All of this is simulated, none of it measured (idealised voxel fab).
The process module that follows is named voxel wiring stack.
Cross-sectional view cut (width: 235 nm; square cell size: 5 nm).
Cross-sections here: square-cell grids, written as top-down lists of bands, a band being one or more rows of cells. Basically the band line says how high the top is and how high the bottom is, in nm, and then what's in it from left to right, every material with its width in nm. Empty space shows up as "air", and if a single material carries "all across" it runs the full band edge to edge. Height reference: 0 = level under which incoming wafer is all one material. Lowest band: no bottom, runs on downward, e.g. "0 and below". Quick explanation for "30 to 40": the width changes in equal steps down the rows of cells, from the first number in the band's top row to the second number in its bottom row. Any step labelled "all unchanged" changed none of the cells in the cross-section. "Closed void listing": empty spaces of 8 cells or more with no open way to the top, each given as width x height at distance, distance from the left edge, all in nm. On a step's line, text after the settings is the simulator commenting on that step. What "overlay nm" on a step's line means: if the step has a mask, that mask lay this far to the right of its planned place, or, when the value is negative, to the left. Pairs from here to the end. Each: cross-section before one process step, cross-section after it, the latter only as far down as the lowest band that changed. Under each: the step between, and its settings. Mind that the pairs may be taken from different runs of this module on the same starting wafer; whether a pair continues from the pair above depends on its entry headed "Geometry before processing", and it does only where that entry says so.
## Geometry before processing
* 140 down to 120 = resist 55, then air 15, then resist 75, then air 15, then resist 75
* 120 down to 100 = SiO2 55, then air 15, then resist 15, then SiO2 15, then resist 30, then SiO2 15, then air 15, then resist 15, then SiO2 60
* 100 down to 90 = SiO2 55, then air 15, then SiO2 75, then air 15, then SiO2 75
* 90 down to 85 = SiCN all across
* 85 down to 65 = lowk 55, then TiN 5, then Cu 20, then TiN 5, then lowk 15, then TiN 5, then Cu 20, then TiN 5, then lowk 15, then TiN 5, then Cu 20, then TiN 5, then lowk 60
* 65 down to 60 = SiCN 55, then TiN 30, then SiCN 15, then TiN 30, then SiCN 15, then TiN 30, then SiCN 60
* 60 down to 45 = SiO2 55, then TiN 5, then W 5, then TiN 5, then SiO2 30, then TiN 5, then W 5, then TiN 5, then SiO2 30, then TiN 5, then W 5, then TiN 5, then SiO2 75
* 45 down to 40 = SiO2 55, then TiN 15, then SiO2 30, then TiN 15, then SiO2 30, then TiN 15, then SiO2 75
* 40 down to 35 = TiN all across
* 35 down to 15 = lowk 55, then W 30, then lowk 15, then W 30, then lowk 15, then W 30, then lowk 60
* 15 down to 10 = lowk 55, then TiN 30, then lowk 15, then TiN 30, then lowk 15, then TiN 30, then lowk 60
* 10 down to 0 = SiO2 all across
* 0 and below = Si all across
* Closed void listing: none
## Step Result
* 140 down to 120 = resist 55, then air 15, then resist 75, then air 15, then resist 75
* 120 down to 100 = SiO2 55, then air 15, then resist 15, then SiO2 15, then resist 30, then SiO2 15, then air 15, then resist 15, then SiO2 60
* 100 down to 90 = SiO2 55, then air 15, then SiO2 75, then air 15, then SiO2 75
* 90 down to 85 = SiCN 55, then air 15, then SiCN 75, then air 15, then SiCN 75
* Everything under 85 stays put, no change at all.
* Closed void listing: none
What step was run between the cross-section before it and the cross-section after it, both above? op DIRECTIONAL_ETCH | etch materials SiCN | depth nm 5
Geometry before processing: nothing new to draw here, it's the after view of the pair just above.
## Step Result
* 120 down to 100 = SiO2 55, then air 30, then SiO2 15, then air 30, then SiO2 15, then air 30, then SiO2 60
* Everything under 100 stays put, no change at all.
* Closed void listing: none
What step was run between the cross-section before it and the cross-section after it, both above? op STRIP | etch materials resist
Geometry before processing: nothing new to draw here, it's the after view of the pair just above.
## Step Result
* 125 down to 120 = TiN 60, then air 20, then TiN 25, then air 20, then TiN 25, then air 20, then TiN 65
* 120 down to 105 = SiO2 55, then TiN 5, then air 20, then TiN 5, then SiO2 15, then TiN 5, then air 20, then TiN 5, then SiO2 15, then TiN 5, then air 20, then TiN 5, then SiO2 60
* 105 down to 100 = SiO2 55, then TiN 5, then air 5, then TiN 20, then SiO2 15, then TiN 30, then SiO2 15, then TiN 5, then air 5, then TiN 20, then SiO2 60
* 100 down to 90 = SiO2 55, then TiN 5, then air 5, then TiN 5, then SiO2 75, then TiN 5, then air 5, then TiN 5, then SiO2 75
* 90 down to 85 = SiCN 55, then TiN 15, then SiCN 75, then TiN 15, then SiCN 75
* Everything under 85 stays put, no change at all.
* Closed void listing: none
What step was run between the cross-section before it and the cross-section after it, both above? op CONFORMAL_DEP | material TiN | thk nm 5
Geometry before processing: nothing new to draw here, it's the after view of the pair just above.
## Step Result
* 130 down to 125 = Cu all across
* 125 down to 120 = TiN 60, then Cu 20, then TiN 25, then Cu 20, then TiN 25, then Cu 20, then TiN 65
* 120 down to 105 = SiO2 55, then TiN 5, then Cu 20, then TiN 5, then SiO2 15, then TiN 5, then Cu 20, then TiN 5, then SiO2 15, then TiN 5, then Cu 20, then TiN 5, then SiO2 60
* 105 down to 100 = SiO2 55, then TiN 5, then Cu 5, then TiN 20, then SiO2 15, then TiN 30, then SiO2 15, then TiN 5, then Cu 5, then TiN 20, then SiO2 60
* 100 down to 90 = SiO2 55, then TiN 5, then Cu 5, then TiN 5, then SiO2 75, then TiN 5, then Cu 5, then TiN 5, then SiO2 75
* Everything under 90 stays put, no change at all.
* Closed void listing: none
What step was run between the cross-section before it and the cross-section after it, both above? op FILL_DEP | material Cu | thk nm 5
Geometry before processing: nothing new to draw here, it's the after view of the pair just above.
## Step Result
* 120 down to 105 = SiO2 55, then TiN 5, then Cu 20, then TiN 5, then SiO2 15, then TiN 5, then Cu 20, then TiN 5, then SiO2 15, then TiN 5, then Cu 20, then TiN 5, then SiO2 60
* Everything under 105 stays put, no change at all.
* Closed void listing: none
What step was run between the cross-section before it and the cross-section after it, both above? op CMP | height nm 120
Geometry before processing: nothing new to draw here, it's the after view of the pair just above.
## Step Result
* 125 down to 120 = SiCN all across
* Everything under 120 stays put, no change at all.
* Closed void listing: none
What step was run between the cross-section before it and the cross-section after it, both above? op CONFORMAL_DEP | material SiCN | thk nm 5
Geometry before processing: nothing new to draw here, it's the after view of the pair just above.
## Step Result
* 155 down to 125 = lowk all across
* Everything under 125 stays put, no change at all.
* Closed void listing: none
What step was run between the cross-section before it and the cross-section after it, both above? op DIRECTIONAL_DEP | material lowk | thk nm 30
Geometry before processing: nothing new to draw here, it's the after view of the pair just above.
## Step Result
* 175 down to 155 = resist 55, then air 30, then resist 15, then air 30, then resist 15, then air 30, then resist 60
* Everything under 155 stays put, no change at all.
* Closed void listing: none
What step was run between the cross-section before it and the cross-section after it, both above? op PATTERN | tone open | mask id METAL_4 | material resist | width nm 30 | pitch nm 45 | thk nm 20 | overlay nm 0
Geometry before processing: nothing new to draw here, it's the after view of the pair just above.
## Step Result
* 175 down to 155 = resist 55, then air 30, then resist 15, then air 30, then resist 15, then air 30, then resist 60
* 155 down to 140 = lowk 55, then air 30, then lowk 15, then air 30, then lowk 15, then air 30, then lowk 60
* Everything under 140 stays put, no change at all.
* Closed void listing: none
What step was run between the cross-section before it and the cross-section after it, both above? op DIRECTIONAL_ETCH | etch materials lowk | depth nm 15
Geometry before processing: nothing new to draw here, it's the after view of the pair just above.
## Step Result
* 155 down to 140 = lowk 55, then air 30, then lowk 15, then air 30, then lowk 15, then air 30, then lowk 60
* Everything under 140 stays put, no change at all.
* Closed void listing: none
What step was run between the cross-section before it and the cross-section after it, both above? op STRIP | etch materials resist
Geometry before processing: nothing new to draw here, it's the after view of the pair just above.
## Step Result
* 155 down to 140 = lowk 55, then air 30, then lowk 15, then air 30, then lowk 15, then air 30, then lowk 60
* 140 down to 125 = lowk 55, then air 15, then lowk 30, then air 15, then lowk 30, then air 15, then lowk 75
* Everything under 125 stays put, no change at all.
* Closed void listing: none
What step was run between the cross-section before it and the cross-section after it, both above? op MASKED_ETCH | tone open | mask id METAL_4_HOLES | width nm 15 | pitch nm 45 | etch materials lowk | depth nm 15 | overlay nm 0
Geometry before processing: nothing new to draw here, it's the after view of the pair just above.
## Step Result
* 155 down to 140 = lowk 55, then air 30, then lowk 15, then air 30, then lowk 15, then air 30, then lowk 60
* 140 down to 125 = lowk 55, then air 15, then lowk 30, then air 15, then lowk 30, then air 15, then lowk 75
* 125 down to 120 = SiCN 55, then air 15, then SiCN 30, then air 15, then SiCN 30, then air 15, then SiCN 75
* Everything under 120 stays put, no change at all.
* Closed void listing: none
What step was run between the cross-section before it and the cross-section after it, both above? op MASKED_ETCH | tone open | mask id METAL_4_HOLES | width nm 15 | pitch nm 45 | etch materials SiCN | depth nm 5 | overlay nm 0
Geometry before processing: nothing new to draw here, it's the after view of the pair just above.
## Step Result
* 160 down to 155 = TiN 60, then air 20, then TiN 25, then air 20, then TiN 25, then air 20, then TiN 65
* 155 down to 145 = lowk 55, then TiN 5, then air 20, then TiN 5, then lowk 15, then TiN 5, then air 20, then TiN 5, then lowk 15, then TiN 5, then air 20, then TiN 5, then lowk 60
* 145 down to 140 = lowk 55, then TiN 5, then air 5, then TiN 20, then lowk 15, then TiN 5, then air 5, then TiN 20, then lowk 15, then TiN 5, then air 5, then TiN 20, then lowk 60
* 140 down to 125 = lowk 55, then TiN 5, then air 5, then TiN 5, then lowk 30, then TiN 5, then air 5, then TiN 5, then lowk 30, then TiN 5, then air 5, then TiN 5, then lowk 75
* 125 down to 120 = SiCN 55, then TiN 15, then SiCN 30, then TiN 15, then SiCN 30, then TiN 15, then SiCN 75
* Everything under 120 stays put, no change at all.
* Closed void listing: none
What step was run between the cross-section before it and the cross-section after it, both above? op CONFORMAL_DEP | material TiN | thk nm 5
Geometry before processing: nothing new to draw here, it's the after view of the pair just above.
## Step Result
* 170 down to 160 = Cu all across
* 160 down to 155 = TiN 60, then Cu 20, then TiN 25, then Cu 20, then TiN 25, then Cu 20, then TiN 65
* 155 down to 145 = lowk 55, then TiN 5, then Cu 20, then TiN 5, then lowk 15, then TiN 5, then Cu 20, then TiN 5, then lowk 15, then TiN 5, then Cu 20, then TiN 5, then lowk 60
* 145 down to 140 = lowk 55, then TiN 5, then Cu 5, then TiN 20, then lowk 15, then TiN 5, then Cu 5, then TiN 20, then lowk 15, then TiN 5, then Cu 5, then TiN 20, then lowk 60
* 140 down to 125 = lowk 55, then TiN 5, then Cu 5, then TiN 5, then lowk 30, then TiN 5, then Cu 5, then TiN 5, then lowk 30, then TiN 5, then Cu 5, then TiN 5, then lowk 75
* Everything under 125 stays put, no change at all.
* Closed void listing: none
What step was run between the cross-section before it and the cross-section after it, both above? op FILL_DEP | material Cu | thk nm 10
Geometry before processing: nothing new to draw here, it's the after view of the pair just above.
## Step Result
* 155 down to 145 = lowk 55, then TiN 5, then Cu 20, then TiN 5, then lowk 15, then TiN 5, then Cu 20, then TiN 5, then lowk 15, then TiN 5, then Cu 20, then TiN 5, then lowk 60
* Everything under 145 stays put, no change at all.
* Closed void listing: none
What step was run between the cross-section before it and the cross-section after it, both above? op CMP | height nm 155
Geometry before processing: nothing new to draw here, it's the after view of the pair just above.
## Step Result
* 160 down to 155 = SiN all across
* Everything under 155 stays put, no change at all.
* Closed void listing: none
What step was run between the cross-section before it and the cross-section after it, both above? op CONFORMAL_DEP | material SiN | thk nm 5
## Geometry before processing
* 155 down to 125 = lowk all across
* 125 down to 120 = SiCN all across
* 120 down to 105 = SiO2 55, then TiN 5, then Cu 20, then TiN 5, then SiO2 15, then TiN 5, then Cu 20, then TiN 5, then SiO2 15, then TiN 5, then Cu 20, then TiN 5, then SiO2 60
* 105 down to 100 = SiO2 55, then TiN 5, then Cu 5, then TiN 20, then SiO2 15, then TiN 30, then SiO2 15, then TiN 5, then Cu 5, then TiN 20, then SiO2 60
* 100 down to 90 = SiO2 55, then TiN 5, then Cu 5, then TiN 5, then SiO2 75, then TiN 5, then Cu 5, then TiN 5, then SiO2 75
* 90 down to 85 = SiCN 55, then TiN 15, then SiCN 75, then TiN 15, then SiCN 75
* 85 down to 65 = lowk 55, then TiN 5, then Cu 20, then TiN 5, then lowk 15, then TiN 5, then Cu 20, then TiN 5, then lowk 15, then TiN 5, then Cu 20, then TiN 5, then lowk 60
* 65 down to 60 = SiCN 55, then TiN 30, then SiCN 15, then TiN 30, then SiCN 15, then TiN 30, then SiCN 60
* 60 down to 40 = SiO2 55, then TiN 5, then W 5, then TiN 5, then SiO2 30, then TiN 5, then W 5, then TiN 5, then SiO2 30, then TiN 5, then W 5, then TiN 5, then SiO2 75
* 40 down to 35 = SiCN 55, then TiN 15, then SiCN 30, then TiN 15, then SiCN 30, then TiN 15, then SiCN 75
* 35 down to 15 = lowk 55, then W 30, then lowk 15, then W 30, then lowk 15, then W 30, then lowk 60
* 15 down to 10 = lowk 55, then TiN 30, then lowk 15, then TiN 30, then lowk 15, then TiN 30, then lowk 60
* 10 down to 0 = SiO2 all across
* 0 and below = Si all across
* Closed void listing: none
## Step Result
* 175 down to 155 = air 55, then resist 30, then air 15, then resist 30, then air 15, then resist 30, then air 60
* Everything under 155 stays put, no change at all.
* Closed void listing: none
What step was run between the cross-section before it and the cross-section after it, both above? op PATTERN | tone cover | mask id METAL_4 | material resist | width nm 30 | pitch nm 45 | thk nm 20 | overlay nm 0
Geometry before processing: nothing new to draw here, it's the after view of the pair just above.
## Step Result
* 175 down to 155 = air 55, then resist 30, then air 15, then resist 30, then air 15, then resist 30, then air 60
* 155 down to 140 = air 55, then lowk 30, then air 15, then lowk 30, then air 15, then lowk 30, then air 60
* Everything under 140 stays put, no change at all.
* Closed void listing: none
What step was run between the cross-section before it and the cross-section after it, both above? op DIRECTIONAL_ETCH | etch materials lowk | depth nm 15
Geometry before processing: nothing new to draw here, it's the after view of the pair just above.
## Step Result
* 155 down to 140 = air 55, then lowk 30, then air 15, then lowk 30, then air 15, then lowk 30, then air 60
* Everything under 140 stays put, no change at all.
* Closed void listing: none
What step was run between the cross-section before it and the cross-section after it, both above? op STRIP | etch materials resist
Geometry before processing: nothing new to draw here, it's the after view of the pair just above.
## Step Result
* 155 down to 140 = air 70, then lowk 15, then air 30, then lowk 15, then air 30, then lowk 15, then air 60
* Everything under 140 stays put, no change at all.
* Closed void listing: none
What step was run between the cross-section before it and the cross-section after it, both above? op MASKED_ETCH | tone open | mask id METAL_4_HOLES | width nm 15 | pitch nm 45 | etch materials lowk | depth nm 15 | overlay nm 0
Geometry before processing: nothing new to draw here, it's the after view of the pair just above.
## Step Result
* 160 down to 155 = air 65, then TiN 25, then air 20, then TiN 25, then air 20, then TiN 25, then air 55
* 155 down to 145 = air 65, then TiN 5, then lowk 15, then TiN 5, then air 20, then TiN 5, then lowk 15, then TiN 5, then air 20, then TiN 5, then lowk 15, then TiN 5, then air 55
* 145 down to 140 = TiN 70, then lowk 15, then TiN 30, then lowk 15, then TiN 30, then lowk 15, then TiN 60
* Everything under 140 stays put, no change at all.
* Closed void listing: none
What step was run between the cross-section before it and the cross-section after it, both above? op CONFORMAL_DEP | material TiN | thk nm 5
Geometry before processing: nothing new to draw here, it's the after view of the pair just above.
## Step Result
* 170 down to 160 = Cu all across
* 160 down to 155 = Cu 65, then TiN 25, then Cu 20, then TiN 25, then Cu 20, then TiN 25, then Cu 55
* 155 down to 145 = Cu 65, then TiN 5, then lowk 15, then TiN 5, then Cu 20, then TiN 5, then lowk 15, then TiN 5, then Cu 20, then TiN 5, then lowk 15, then TiN 5, then Cu 55
* Everything under 145 stays put, no change at all.
* Closed void listing: none
What step was run between the cross-section before it and the cross-section after it, both above? op FILL_DEP | material Cu | thk nm 10
Geometry before processing: nothing new to draw here, it's the after view of the pair just above.
## Step Result
* 155 down to 145 = Cu 65, then TiN 5, then lowk 15, then TiN 5, then Cu 20, then TiN 5, then lowk 15, then TiN 5, then Cu 20, then TiN 5, then lowk 15, then TiN 5, then Cu 55
* Everything under 145 stays put, no change at all.
* Closed void listing: none
What step was run between the cross-section before it and the cross-section after it, both above? op CMP | height nm 155
Geometry before processing: nothing new to draw here, it's the after view of the pair just above.
## Step Result
* 160 down to 155 = SiN all across
* Everything under 155 stays put, no change at all.
* Closed void listing: none
What step was run between the cross-section before it and the cross-section after it, both above? op CONFORMAL_DEP | material SiN | thk nm 5
